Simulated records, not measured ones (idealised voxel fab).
The process module presented herein is designated voxel capacitor over wiring.
This is section cut - it's 265 nm across, gridded in 5 nm square cells.
If you're reading a cross-section in this doc, picture square cells in a grid; it comes to you as bands, top ones listed first down to the bottom, and a band can be one or more rows of cells. What a band's entry tells you: where the top is and where the bottom is, as heights in nm, and after that what lies inside, material by material from left to right, each with its width in nm. Empty space is written as the word "blank", and a single material marked with the word "everywhere" occupies the band from edge to edge. Height is counted from the level 0, under which the received wafer is composed throughout of one material. The lowest of the bands is not closed at the bottom but continues downward, in the notation "top 0, no bottom". The notation "30->40" denotes a width that varies across the rows of cells in the band, beginning at the first number in the top row, finishing at the second number in the bottom row, and changing by an identical amount from each row to the next. "no change" -> step changed no cross-section cell. Enclosed voids (no open way to top), threshold 8 cells or more, entry "Voids lacking openings", notation width x height at distance, distance from left edge, nm. Whatever follows a step's settings on its line is a remark the simulator itself makes about that step. overlay nm, on a step with a mask: how far to the right of its planned place the mask lay; to the left if negative.

## Process steps - plan
1. RECEIVE with material Si
2. CONFORMAL_DEP with material SiO2, thk nm 15
3. CONFORMAL_DEP with material SiN, thk nm 5
4. DIRECTIONAL_DEP with material SiO2, thk nm 25
5. MASKED_ETCH with tone open, mask id METAL_1, width nm 30, pitch nm 90, etch materials SiO2, depth nm 25, overlay nm 0
6. MASKED_ETCH with tone open, mask id METAL_1, width nm 30, pitch nm 90, etch materials SiN, depth nm 5, overlay nm 0
7. CONFORMAL_DEP with material TiN, thk nm 5
8. FILL_DEP with material Cu, thk nm 10
9. CMP with height nm 45
10. CONFORMAL_DEP with material SiCN, thk nm 5
11. DIRECTIONAL_DEP with material SiO2, thk nm 15
12. PATTERN with tone open, mask id PLUG_1, material resist, width nm 15, thk nm 15, overlay nm 0
13. DIRECTIONAL_ETCH with etch materials SiO2, depth nm 15
14. DIRECTIONAL_ETCH with etch materials SiCN, depth nm 5
15. STRIP with etch materials resist
16. EPI with material Ru, thk nm 10
17. EPI with material Ru, thk nm 10
18. DIRECTIONAL_DEP with material TiN, thk nm 5
19. DIRECTIONAL_DEP with material HfO2, thk nm 5
20. DIRECTIONAL_DEP with material TiN, thk nm 10
21. PATTERN with tone cover, mask id UPPER_PLATE, material resist, width nm 65, thk nm 15, overlay nm 0
22. DIRECTIONAL_ETCH with etch materials TiN, depth nm 10
23. DIRECTIONAL_ETCH with etch materials HfO2, depth nm 5
24. STRIP with etch materials resist
25. PATTERN with tone cover, mask id LOWER_PLATE, material resist, width nm 75, thk nm 15, overlay nm 0
26. DIRECTIONAL_ETCH with etch materials TiN, depth nm 5
27. STRIP with etch materials resist
28. FILL_DEP with material SiO2, thk nm 15
29. CMP with height nm 95
30. PATTERN with tone open, mask id PLUG_2, material resist, width nm 15, thk nm 20, overlay nm 0
31. DIRECTIONAL_ETCH with etch materials SiO2, depth nm 10
32. STRIP with etch materials resist
33. CONFORMAL_DEP with material TiN, thk nm 5
34. FILL_DEP with material Cu, thk nm 10
35. CMP with height nm 95
36. CONFORMAL_DEP with material SiN, thk nm 5

## First of two wafers - as planned

## Cross-section of the wafer at receipt, which is the condition after step 1
top 0, no bottom | Si everywhere
Voids lacking openings: none

## After step 2, in cross-section
top 15, bottom 0 | SiO2 everywhere
Rest of section, below 0: as before.

## After step 3, in cross-section
top 20, bottom 15 | SiN everywhere
Rest of section, below 15: as before.

## After step 4, in cross-section
top 45, bottom 20 | SiO2 everywhere
Rest of section, below 20: as before.

## After step 5, in cross-section
top 45, bottom 20 | SiO2 70 nm / blank 30 nm / SiO2 60 nm / blank 30 nm / SiO2 75 nm
Rest of section, below 20: as before.

## After step 6, in cross-section
top 45, bottom 20 | SiO2 70 nm / blank 30 nm / SiO2 60 nm / blank 30 nm / SiO2 75 nm
top 20, bottom 15 | SiN 70 nm / blank 30 nm / SiN 60 nm / blank 30 nm / SiN 75 nm
Rest of section, below 15: as before.

## After step 7, in cross-section
top 50, bottom 45 | TiN 75 nm / blank 20 nm / TiN 70 nm / blank 20 nm / TiN 80 nm
top 45, bottom 20 | SiO2 70 nm / TiN 5 nm / blank 20 nm / TiN 5 nm / SiO2 60 nm / TiN 5 nm / blank 20 nm / TiN 5 nm / SiO2 75 nm
top 20, bottom 15 | SiN 70 nm / TiN 30 nm / SiN 60 nm / TiN 30 nm / SiN 75 nm
Rest of section, below 15: as before.

## After step 8, in cross-section
top 60, bottom 50 | Cu everywhere
top 50, bottom 45 | TiN 75 nm / Cu 20 nm / TiN 70 nm / Cu 20 nm / TiN 80 nm
top 45, bottom 20 | SiO2 70 nm / TiN 5 nm / Cu 20 nm / TiN 5 nm / SiO2 60 nm / TiN 5 nm / Cu 20 nm / TiN 5 nm / SiO2 75 nm
Rest of section, below 20: as before.

## After step 9, in cross-section
top 45, bottom 20 | SiO2 70 nm / TiN 5 nm / Cu 20 nm / TiN 5 nm / SiO2 60 nm / TiN 5 nm / Cu 20 nm / TiN 5 nm / SiO2 75 nm
Rest of section, below 20: as before.

## After step 10, in cross-section
top 50, bottom 45 | SiCN everywhere
Rest of section, below 45: as before.

## After step 11, in cross-section
top 65, bottom 50 | SiO2 everywhere
Rest of section, below 50: as before.

## After step 12, in cross-section
top 80, bottom 65 | resist 85 nm / blank 15 nm / resist 165 nm
Rest of section, below 65: as before.

## After step 13, in cross-section
top 80, bottom 65 | resist 85 nm / blank 15 nm / resist 165 nm
top 65, bottom 50 | SiO2 85 nm / blank 15 nm / SiO2 165 nm
Rest of section, below 50: as before.

## After step 14, in cross-section
top 80, bottom 65 | resist 85 nm / blank 15 nm / resist 165 nm
top 65, bottom 50 | SiO2 85 nm / blank 15 nm / SiO2 165 nm
top 50, bottom 45 | SiCN 85 nm / blank 15 nm / SiCN 165 nm
Rest of section, below 45: as before.

## After step 15, in cross-section
top 65, bottom 50 | SiO2 85 nm / blank 15 nm / SiO2 165 nm
Rest of section, below 50: as before.

## After step 16, in cross-section
top 65, bottom 55 | SiO2 85 nm / blank 15 nm / SiO2 165 nm
top 55, bottom 50 | SiO2 85 nm / Ru 15 nm / SiO2 165 nm
top 50, bottom 45 | SiCN 85 nm / Ru 15 nm / SiCN 165 nm
Rest of section, below 45: as before.

## After step 17, in cross-section
top 65, bottom 50 | SiO2 85 nm / Ru 15 nm / SiO2 165 nm
Rest of section, below 50: as before.

## After step 18, in cross-section
top 70, bottom 65 | TiN everywhere
Rest of section, below 65: as before.

## After step 19, in cross-section
top 75, bottom 70 | HfO2 everywhere
Rest of section, below 70: as before.

## After step 20, in cross-section
top 85, bottom 75 | TiN everywhere
Rest of section, below 75: as before.

## After step 21, in cross-section
top 100, bottom 85 | blank 85 nm / resist 65 nm / blank 115 nm
Rest of section, below 85: as before.

## After step 22, in cross-section
top 100, bottom 85 | blank 85 nm / resist 65 nm / blank 115 nm
top 85, bottom 75 | blank 85 nm / TiN 65 nm / blank 115 nm
Rest of section, below 75: as before.

## After step 23, in cross-section
top 100, bottom 85 | blank 85 nm / resist 65 nm / blank 115 nm
top 85, bottom 75 | blank 85 nm / TiN 65 nm / blank 115 nm
top 75, bottom 70 | blank 85 nm / HfO2 65 nm / blank 115 nm
Rest of section, below 70: as before.

## After step 24, in cross-section
top 85, bottom 75 | blank 85 nm / TiN 65 nm / blank 115 nm
Rest of section, below 75: as before.

## After step 25, in cross-section
top 100, bottom 85 | blank 80 nm / resist 75 nm / blank 110 nm
top 85, bottom 75 | blank 80 nm / resist 5 nm / TiN 65 nm / resist 5 nm / blank 110 nm
top 75, bottom 70 | blank 80 nm / resist 5 nm / HfO2 65 nm / resist 5 nm / blank 110 nm
Rest of section, below 70: as before.

## After step 26, in cross-section
top 100, bottom 85 | blank 80 nm / resist 75 nm / blank 110 nm
top 85, bottom 75 | blank 80 nm / resist 5 nm / TiN 65 nm / resist 5 nm / blank 110 nm
top 75, bottom 70 | blank 80 nm / resist 5 nm / HfO2 65 nm / resist 5 nm / blank 110 nm
top 70, bottom 65 | blank 80 nm / TiN 75 nm / blank 110 nm
Rest of section, below 65: as before.

## After step 27, in cross-section
top 85, bottom 75 | blank 85 nm / TiN 65 nm / blank 115 nm
top 75, bottom 70 | blank 85 nm / HfO2 65 nm / blank 115 nm
Rest of section, below 70: as before.

## After step 28, in cross-section
top 100, bottom 85 | SiO2 everywhere
top 85, bottom 75 | SiO2 85 nm / TiN 65 nm / SiO2 115 nm
top 75, bottom 70 | SiO2 85 nm / HfO2 65 nm / SiO2 115 nm
top 70, bottom 65 | SiO2 80 nm / TiN 75 nm / SiO2 110 nm
Rest of section, below 65: as before.

## After step 29, in cross-section
top 95, bottom 85 | SiO2 everywhere
Rest of section, below 85: as before.

## After step 30, in cross-section
top 115, bottom 95 | resist 95 nm / blank 15 nm / resist 155 nm
Rest of section, below 95: as before.

## After step 31, in cross-section
top 115, bottom 95 | resist 95 nm / blank 15 nm / resist 155 nm
top 95, bottom 85 | SiO2 95 nm / blank 15 nm / SiO2 155 nm
Rest of section, below 85: as before.

## After step 32, in cross-section
top 95, bottom 85 | SiO2 95 nm / blank 15 nm / SiO2 155 nm
Rest of section, below 85: as before.

## After step 33, in cross-section
top 100, bottom 95 | TiN 100 nm / blank 5 nm / TiN 160 nm
top 95, bottom 90 | SiO2 95 nm / TiN 5 nm / blank 5 nm / TiN 5 nm / SiO2 155 nm
top 90, bottom 85 | SiO2 95 nm / TiN 15 nm / SiO2 155 nm
Rest of section, below 85: as before.

## After step 34, in cross-section
top 110, bottom 100 | Cu everywhere
top 100, bottom 95 | TiN 100 nm / Cu 5 nm / TiN 160 nm
top 95, bottom 90 | SiO2 95 nm / TiN 5 nm / Cu 5 nm / TiN 5 nm / SiO2 155 nm
Rest of section, below 90: as before.

## After step 35, in cross-section
top 95, bottom 90 | SiO2 95 nm / TiN 5 nm / Cu 5 nm / TiN 5 nm / SiO2 155 nm
Rest of section, below 90: as before.

## After step 36, in cross-section
top 100, bottom 95 | SiN everywhere
Rest of section, below 95: as before.

## Wafer two of two - same starting point, same process plan, one mistake in execution; matches wafer one up to and including step 29

## Second wafer at the planned finish of step 30, seen in cross-section
top 115, bottom 95 | resist 100 nm / blank 15 nm / resist 150 nm
Rest of section, below 95: as before.

## Second wafer at the planned finish of step 31, seen in cross-section
top 115, bottom 95 | resist 100 nm / blank 15 nm / resist 150 nm
top 95, bottom 85 | SiO2 100 nm / blank 15 nm / SiO2 150 nm
Rest of section, below 85: as before.

## Second wafer at the planned finish of step 32, seen in cross-section
top 95, bottom 85 | SiO2 100 nm / blank 15 nm / SiO2 150 nm
Rest of section, below 85: as before.

## Second wafer at the planned finish of step 33, seen in cross-section
top 100, bottom 95 | TiN 105 nm / blank 5 nm / TiN 155 nm
top 95, bottom 90 | SiO2 100 nm / TiN 5 nm / blank 5 nm / TiN 5 nm / SiO2 150 nm
top 90, bottom 85 | SiO2 100 nm / TiN 15 nm / SiO2 150 nm
Rest of section, below 85: as before.

## Second wafer at the planned finish of step 34, seen in cross-section
top 110, bottom 100 | Cu everywhere
top 100, bottom 95 | TiN 105 nm / Cu 5 nm / TiN 155 nm
top 95, bottom 90 | SiO2 100 nm / TiN 5 nm / Cu 5 nm / TiN 5 nm / SiO2 150 nm
Rest of section, below 90: as before.

## Second wafer at the planned finish of step 35, seen in cross-section
top 95, bottom 90 | SiO2 100 nm / TiN 5 nm / Cu 5 nm / TiN 5 nm / SiO2 150 nm
Rest of section, below 90: as before.

## Second wafer at the planned finish of step 36, seen in cross-section
top 100, bottom 95 | SiN everywhere
Rest of section, below 95: as before.
Here's what went sideways: step 30 went in with a setting other than planned; the actual run was PATTERN with tone open, mask id PLUG_2, material resist, width nm 15, thk nm 20, overlay nm 5
At the end, the second wafer has the same number of cells of each material as the first, but those cells sit in other places.
